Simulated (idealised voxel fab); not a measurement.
You're looking at the process module voxel tone inversion.
Section cut is 205 nm wide and gridded with 5 nm square cells.
How to read a cross-section here: the picture is a grid of square cells, written as bands going from the top down, and any band can span one or more rows of cells.
Each band's line starts with the height of the band's top and of its bottom, in nm. Then come its materials from left to right, each with its width in nm. One material with "everywhere" fills the band from edge to edge. "empty" is empty space.
Heights are expressed relative to 0, this being the level below which the as-received wafer comprises one material exclusively. The lowest band is unbounded in the downward direction and is denoted as in "top 0, no bottom".
The two numbers in a width such as "30 to 40" mark its ends across the band: the first belongs to the top row of cells, the second to the bottom row, and from each row to the next the width moves by the same amount.
"no change occurred" after a step means that no cell of the cross-section changed.
Heads up: "Enclosed internal cavities" only lists the empty pockets with no open path to the top that are 8 cells or more, and it writes them as width x height at distance, distance from the left edge, in nm.
Step line, after settings: the simulator's comment on this step.
On any step carrying a mask, the "overlay nm" setting, if present on the step's line, tells how far right of its planned place the mask lay; negative values point to the left.

# Steps in the process plan
1 RECEIVE (material Si)
2 CONFORMAL_DEP (material SiN; thk nm 10)
3 DIRECTIONAL_DEP (material polySi; thk nm 15)
4 PATTERN (tone cover; mask id POSTS; material resist; width nm 20; pitch nm 35; thk nm 20; overlay nm 0)
5 DIRECTIONAL_ETCH (etch materials polySi; depth nm 15)
6 STRIP (etch materials resist)
7 FILL_DEP (material SiO2; thk nm 5)
8 CMP (height nm 25)
9 STRIP (etch materials polySi)
10 CONFORMAL_DEP (material TiN; thk nm 5)
11 FILL_DEP (material W; thk nm 10)
12 CMP (height nm 25)
13 CONFORMAL_DEP (material SiCN; thk nm 5)

# Incoming wafer, cross-sectional view, post step 1
	top 0, no bottom  Si everywhere
	Enclosed internal cavities: none

# Figure: cross-sectional view of the wafer upon completion of the module, processed from the initial state and according to the plan depicted above, with one error introduced during execution
	top 30, bottom 25  SiCN everywhere
	top 25, bottom 15  SiN everywhere
	top 15, bottom 0  polySi everywhere
	top 0, no bottom  Si everywhere
	Enclosed internal cavities: none
What was done differently from what was planned? the executed order of steps 2 and 3 is the reverse of that specified in the plan, each step having taken the other's position
